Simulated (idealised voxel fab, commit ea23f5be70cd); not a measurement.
This section sets out a process module, namely voxel local oxidation.
The cross-section shown here is cut; it is 255 nm wide and divided into square cells measuring 5 nm on a side.
When this document writes out a cross-section, it uses a grid of square cells and lists it as bands, beginning at the top and moving down, with a band standing for one or more rows of cells. Look at the band entry: it leads with the top's height and the bottom's height in nm. Then it lists the materials left to right, with a width in nm for each. The word "all across" on a single material says that material fills the band edge to edge. The word "empty" is empty space. Basically, 0 is our baseline, since under it the wafer straight out of the box is all one material. The bottom band has no lower end and keeps on going down, so it looks like "0 down". Read "30..40" as a graded width: first number on top, second number at the bottom, same change between each pair of neighbouring rows. Any step labelled "nothing got changed" changed none of the cells in the cross-section. Empty spaces without an open route to the top, at least 8 cells in extent, make up the entry "Sealed voids"; each is given as width x height at distance, where the distance is measured from the left edge, and all are in nm. Step line, after settings: the simulator's comment on this step. "overlay nm" denotes, for a step that has a mask, the displacement of the mask to the right of its planned place, with negative values corresponding to the left.
Process steps (planned):
step 1: op RECEIVE | material Si
step 2: op OXIDIZE | depth nm 5
step 3: op CONFORMAL_DEP | material SiN | thk nm 10
step 4: op PATTERN | tone cover | mask id ACTIVE | material resist | width nm 105 | thk nm 20 | overlay nm 0
step 5: op DIRECTIONAL_ETCH | etch materials SiN | depth nm 10
step 6: op STRIP | etch materials resist
step 7: op SELECTIVE_ETCH | etch materials SiO2 | depth nm 5
step 8: op OXIDIZE | depth nm 10
step 9: op STRIP | etch materials SiN
As received (post step 1): cross-section:
- 0 down  Si all across
- Sealed voids: none
Wafer at module end, in section. Began as above, planned as above, run with one mistake:
- 0 to -5  SiO2 70  empty 115  SiO2 70
- -5 to -15  Si 60  SiO2 135  Si 60
- -15 down  Si all across
- Sealed voids: none
Heads up, the wafer didn't run the way we planned it: for step 4, the planned setting was not used; the step was instead run as op PATTERN | tone open | mask id ACTIVE | material resist | width nm 105 | thk nm 20 | overlay nm 0
